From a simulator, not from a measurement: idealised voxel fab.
Process module, titled voxel self aligned contacts
The width of the displayed cross-section, cut, is 145 nm; its cells are square, with a size of 5 nm.
Cross-section layout: square cells on a grid; listed as bands, top to bottom; a band spans one or more cell rows. Each band's line starts with the height of the band's top and of its bottom, in nm. Then come its materials from left to right, each with its width in nm. One material with "everywhere" fills the band from edge to edge. "air" is empty space. We count height from 0. Below that, the starting wafer is all one material. The lowest band never ends at the bottom but goes on down; see "z 0 and below" for how that is written. A width such as "30..40" changes by the same amount from each row of cells to the next, from the band's top row to its bottom row. Where the words "remains unaltered" appear for a step, the cross-section shows no cell changed by that step; every cell remained as before. Heads up: "Cavities, closed" only lists the empty pockets with no open path to the top that are 8 cells or more, and it writes them as width x height at distance, distance from the left edge, in nm. Read whatever lies past the settings on a step's line as the simulator's own remark about the step. The setting "overlay nm" may be written on the line of a step. When the step uses a mask, the value reports how far to the right of the planned place the mask lay, and a negative value reports that it lay to the left.

Process steps (planned)
- 1: RECEIVE: material Si
- 2: OXIDIZE: depth nm 5
- 3: DIRECTIONAL_DEP: material polySi, thk nm 20
- 4: DIRECTIONAL_DEP: material SiN, thk nm 15
- 5: DIRECTIONAL_DEP: material aC, thk nm 10
- 6: PATTERN: tone cover, mask id GATE, material resist, width nm 35, pitch nm 60, thk nm 30, overlay nm 0
- 7: DIRECTIONAL_ETCH: etch materials aC, depth nm 10
- 8: STRIP: etch materials resist
- 9: DIRECTIONAL_ETCH: etch materials SiN, depth nm 15
- 10: DIRECTIONAL_ETCH: etch materials polySi, depth nm 20
- 11: STRIP: etch materials aC
- 12: CONFORMAL_DEP: material SiN, thk nm 5
- 13: DIRECTIONAL_ETCH: etch materials SiN, depth nm 5
- 14: FILL_DEP: material SiO2, thk nm 15
- 15: CMP: height nm 40
- 16: MASKED_ETCH: tone open, mask id CONTACT, width nm 35, etch materials SiO2, depth nm 45, overlay nm 0
- 17: CONFORMAL_DEP: material TiN, thk nm 5
- 18: FILL_DEP: material Ru, thk nm 5
- 19: CMP: height nm 40
- 20: CONFORMAL_DEP: material SiN, thk nm 5

First of two wafers, with the run carried out as planned

Incoming wafer in cross-section (state: after step 1)
z 0 and below | Si everywhere
Cavities, closed: none

The wafer in cross-section once step 2 is complete
z 0 to -5 | SiO2 everywhere
Note: structure below -5 unchanged.

The wafer in cross-section once step 3 is complete
z 20 to 0 | polySi everywhere
Note: structure below 0 unchanged.

The wafer in cross-section once step 4 is complete
z 35 to 20 | SiN everywhere
Note: structure below 20 unchanged.

The wafer in cross-section once step 5 is complete
z 45 to 35 | aC everywhere
Note: structure below 35 unchanged.

The wafer in cross-section once step 6 is complete
z 75 to 45 | air (25)  resist (35)  air (25)  resist (35)  air (25)
Note: structure below 45 unchanged.

The wafer in cross-section once step 7 is complete
z 65 to 45 | air (25)  resist (35)  air (25)  resist (35)  air (25)
z 45 to 35 | air (25)  aC (35)  air (25)  aC (35)  air (25)
Note: structure below 35 unchanged.

The wafer in cross-section once step 8 is complete
z 45 to 35 | air (25)  aC (35)  air (25)  aC (35)  air (25)
Note: structure below 35 unchanged.

The wafer in cross-section once step 9 is complete
z 45 to 35 | air (25)  aC (35)  air (25)  aC (35)  air (25)
z 35 to 20 | air (25)  SiN (35)  air (25)  SiN (35)  air (25)
Note: structure below 20 unchanged.

The wafer in cross-section once step 10 is complete
z 45 to 35 | air (25)  aC (35)  air (25)  aC (35)  air (25)
z 35 to 20 | air (25)  SiN (35)  air (25)  SiN (35)  air (25)
z 20 to 0 | air (25)  polySi (35)  air (25)  polySi (35)  air (25)
Note: structure below 0 unchanged.

The wafer in cross-section once step 11 is complete
z 35 to 20 | air (25)  SiN (35)  air (25)  SiN (35)  air (25)
Note: structure below 20 unchanged.

The wafer in cross-section once step 12 is complete
z 40 to 20 | air (20)  SiN (45)  air (15)  SiN (45)  air (20)
z 20 to 5 | air (20)  SiN (5)  polySi (35)  SiN (5)  air (15)  SiN (5)  polySi (35)  SiN (5)  air (20)
z 5 to 0 | SiN (25)  polySi (35)  SiN (25)  polySi (35)  SiN (25)
Note: structure below 0 unchanged.

The wafer in cross-section once step 13 is complete
z 35 to 20 | air (20)  SiN (45)  air (15)  SiN (45)  air (20)
z 20 to 0 | air (20)  SiN (5)  polySi (35)  SiN (5)  air (15)  SiN (5)  polySi (35)  SiN (5)  air (20)
Note: structure below 0 unchanged.

The wafer in cross-section once step 14 is complete
z 50 to 35 | SiO2 everywhere
z 35 to 20 | SiO2 (20)  SiN (45)  SiO2 (15)  SiN (45)  SiO2 (20)
z 20 to 0 | SiO2 (20)  SiN (5)  polySi (35)  SiN (5)  SiO2 (15)  SiN (5)  polySi (35)  SiN (5)  SiO2 (20)
Note: structure below 0 unchanged.

The wafer in cross-section once step 15 is complete
z 40 to 35 | SiO2 everywhere
Note: structure below 35 unchanged.

The wafer in cross-section once step 16 is complete
z 40 to 35 | SiO2 (55)  air (35)  SiO2 (55)
z 35 to 20 | SiO2 (20)  SiN (45)  air (15)  SiN (45)  SiO2 (20)
z 20 to 0 | SiO2 (20)  SiN (5)  polySi (35)  SiN (5)  air (15)  SiN (5)  polySi (35)  SiN (5)  SiO2 (20)
z 0 to -5 | SiO2 (65)  air (15)  SiO2 (65)
Note: structure below -5 unchanged.

The wafer in cross-section once step 17 is complete
z 45 to 40 | TiN (60)  air (25)  TiN (60)
z 40 to 35 | SiO2 (55)  TiN (15)  air (5)  TiN (15)  SiO2 (55)
z 35 to 20 | SiO2 (20)  SiN (45)  TiN (5)  air (5)  TiN (5)  SiN (45)  SiO2 (20)
z 20 to 0 | SiO2 (20)  SiN (5)  polySi (35)  SiN (5)  TiN (5)  air (5)  TiN (5)  SiN (5)  polySi (35)  SiN (5)  SiO2 (20)
z 0 to -5 | SiO2 (65)  TiN (15)  SiO2 (65)
Note: structure below -5 unchanged.

The wafer in cross-section once step 18 is complete
z 50 to 45 | Ru everywhere
z 45 to 40 | TiN (60)  Ru (25)  TiN (60)
z 40 to 35 | SiO2 (55)  TiN (15)  Ru (5)  TiN (15)  SiO2 (55)
z 35 to 20 | SiO2 (20)  SiN (45)  TiN (5)  Ru (5)  TiN (5)  SiN (45)  SiO2 (20)
z 20 to 0 | SiO2 (20)  SiN (5)  polySi (35)  SiN (5)  TiN (5)  Ru (5)  TiN (5)  SiN (5)  polySi (35)  SiN (5)  SiO2 (20)
Note: structure below 0 unchanged.

The wafer in cross-section once step 19 is complete
z 40 to 35 | SiO2 (55)  TiN (15)  Ru (5)  TiN (15)  SiO2 (55)
Note: structure below 35 unchanged.

The wafer in cross-section once step 20 is complete
z 45 to 40 | SiN everywhere
Note: structure below 40 unchanged.

Second wafer. Start and plan as for the first. One mistake made in running. Agrees with the first up to and including step 11

Second wafer profile in section, at the moment step 12 of the plan was meant to be complete: remains unaltered

Second wafer profile in section, at the moment step 13 of the plan was meant to be complete
z 30 to 20 | air (25)  SiN (35)  air (25)  SiN (35)  air (25)
Note: structure below 20 unchanged.

Second wafer profile in section, at the moment step 14 of the plan was meant to be complete
z 45 to 30 | SiO2 everywhere
z 30 to 20 | SiO2 (25)  SiN (35)  SiO2 (25)  SiN (35)  SiO2 (25)
z 20 to 0 | SiO2 (25)  polySi (35)  SiO2 (25)  polySi (35)  SiO2 (25)
Note: structure below 0 unchanged.

Second wafer profile in section, at the moment step 15 of the plan was meant to be complete
z 40 to 30 | SiO2 everywhere
Note: structure below 30 unchanged.

Second wafer profile in section, at the moment step 16 of the plan was meant to be complete
z 40 to 30 | SiO2 (55)  air (35)  SiO2 (55)
z 30 to 20 | SiO2 (25)  SiN (35)  air (25)  SiN (35)  SiO2 (25)
z 20 to 0 | SiO2 (25)  polySi (35)  air (25)  polySi (35)  SiO2 (25)
z 0 to -5 | SiO2 (60)  air (25)  SiO2 (60)
Note: structure below -5 unchanged.

Second wafer profile in section, at the moment step 17 of the plan was meant to be complete
z 45 to 40 | TiN (60)  air (25)  TiN (60)
z 40 to 30 | SiO2 (55)  TiN (5..10)  air (25..15)  TiN (5..10)  SiO2 (55)
z 30 to 20 | SiO2 (25)  SiN (35)  TiN (5)  air (15)  TiN (5)  SiN (35)  SiO2 (25)
z 20 to 0 | SiO2 (25)  polySi (35)  TiN (5)  air (15)  TiN (5)  polySi (35)  SiO2 (25)
z 0 to -5 | SiO2 (60)  TiN (25)  SiO2 (60)
Note: structure below -5 unchanged.

Second wafer profile in section, at the moment step 18 of the plan was meant to be complete
z 50 to 45 | Ru everywhere
z 45 to 40 | TiN (60)  Ru (25)  TiN (60)
z 40 to 30 | SiO2 (55)  TiN (5..10)  Ru (25..15)  TiN (5..10)  SiO2 (55)
z 30 to 20 | SiO2 (25)  SiN (35)  TiN (5)  Ru (15)  TiN (5)  SiN (35)  SiO2 (25)
z 20 to 0 | SiO2 (25)  polySi (35)  TiN (5)  Ru (15)  TiN (5)  polySi (35)  SiO2 (25)
Note: structure below 0 unchanged.

Second wafer profile in section, at the moment step 19 of the plan was meant to be complete
z 40 to 30 | SiO2 (55)  TiN (5..10)  Ru (25..15)  TiN (5..10)  SiO2 (55)
Note: structure below 30 unchanged.

Second wafer profile in section, at the moment step 20 of the plan was meant to be complete
z 45 to 40 | SiN everywhere
Note: structure below 40 unchanged.
In executing the process, a mistake was made relative to the plan: yeah, step 12 of the plan got skipped, never ran
Counted in cells at the end, the second wafer holds more or fewer of these materials than the first: Ru: 18 more | SiN: 42 fewer | SiO2: 24 more
